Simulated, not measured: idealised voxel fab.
Process module under the name voxel wiring stack
Cross-section cut: width 255 nm, square cells of 5 nm.
How to read a cross-section here: the picture is a grid of square cells, written as bands going from the top down, and any band can span one or more rows of cells.
Quick guide to a band line: top height, bottom height (nm) up front; then every material left to right with its width in nm. Only one material and it's marked "full width"? Then it fills the band edge to edge. And "empty" just means empty space.
A quick word on heights: they are counted from 0, and under that level the wafer as it came to us is one material throughout. The lowest band is different from the rest in having no bottom; it simply continues downward, written as in "z 0 and below".
The two numbers in a width such as "30..40" mark its ends across the band: the first belongs to the top row of cells, the second to the bottom row, and from each row to the next the width moves by the same amount.
No cell of the cross-section changed in a step that is given as "no modification".
Entry "Enclosed internal voids" = empty spaces >= 8 cells with no open way to the top; each as width x height at distance, distance from left edge, all nm.
What comes after the settings on a step's line is commentary from the simulator itself on that step.
For masked steps, "overlay nm" on the step line gives how far right of plan the mask actually lay; a minus sign means it lay to the left.
Process steps - plan:
1 RECEIVE: material Si
2 CONFORMAL_DEP: material SiO2, thk nm 15
3 CONFORMAL_DEP: material SiN, thk nm 5
4 DIRECTIONAL_DEP: material lowk, thk nm 15
5 DIRECTIONAL_DEP: material aC, thk nm 10
6 PATTERN: tone open, mask id METAL_1, material resist, width nm 20, pitch nm 35, thk nm 25, overlay nm 0
7 DIRECTIONAL_ETCH: etch materials aC, depth nm 10
8 STRIP: etch materials resist
9 DIRECTIONAL_ETCH: etch materials lowk, depth nm 15
10 DIRECTIONAL_ETCH: etch materials SiN, depth nm 5
11 STRIP: etch materials aC
12 CONFORMAL_DEP: material TiN, thk nm 5
13 FILL_DEP: material Cu, thk nm 10
14 CMP: height nm 35
15 CONFORMAL_DEP: material SiCN, thk nm 5
16 DIRECTIONAL_DEP: material lowk, thk nm 30
17 PATTERN: tone open, mask id METAL_2_HOLES, material resist, width nm 15, pitch nm 70, thk nm 15, overlay nm 0
18 DIRECTIONAL_ETCH: etch materials lowk, depth nm 30
19 STRIP: etch materials resist
20 MASKED_ETCH: tone open, mask id METAL_2, width nm 20, pitch nm 35, etch materials lowk, depth nm 20, overlay nm -15
21 MASKED_ETCH: tone open, mask id METAL_2, width nm 20, pitch nm 35, etch materials SiCN, depth nm 5, overlay nm 0
22 CONFORMAL_DEP: material TiN, thk nm 5
23 FILL_DEP: material Cu, thk nm 5
24 CMP: height nm 70
25 CONFORMAL_DEP: material SiN, thk nm 5
Across this set of wafers, the varied parameter is the overlay nm of step 20. Starting conditions are identical for every wafer, and the plan reports the value assigned to the first wafer.
Received condition of the first of several wafers, sectioned: post-step 1:
  z 0 and below = Si full width
  Enclosed internal voids: none
Below: a row per wafer. Contents at end of module: for every material, cells gained since receipt (+) or lost since receipt (-); then closed voids:
overlay nm -15 | +66 Cu | +45 SiCN | +86 SiN | +153 SiO2 | +96 TiN | +319 lowk | Enclosed internal voids: none
overlay nm -10 | +60 Cu | +45 SiCN | +86 SiN | +153 SiO2 | +94 TiN | +327 lowk | Enclosed internal voids: none
overlay nm -5 | +54 Cu | +45 SiCN | +86 SiN | +153 SiO2 | +92 TiN | +335 lowk | Enclosed internal voids: none
overlay nm 0 | +54 Cu | +45 SiCN | +86 SiN | +153 SiO2 | +92 TiN | +335 lowk | Enclosed internal voids: none
overlay nm 5 | +60 Cu | +45 SiCN | +86 SiN | +153 SiO2 | +94 TiN | +327 lowk | Enclosed internal voids: none
overlay nm 10 | +66 Cu | +45 SiCN | +86 SiN | +153 SiO2 | +96 TiN | +319 lowk | Enclosed internal voids: none
overlay nm 15 | +78 Cu | +45 SiCN | +86 SiN | +153 SiO2 | +92 TiN | +311 lowk | Enclosed internal voids: none
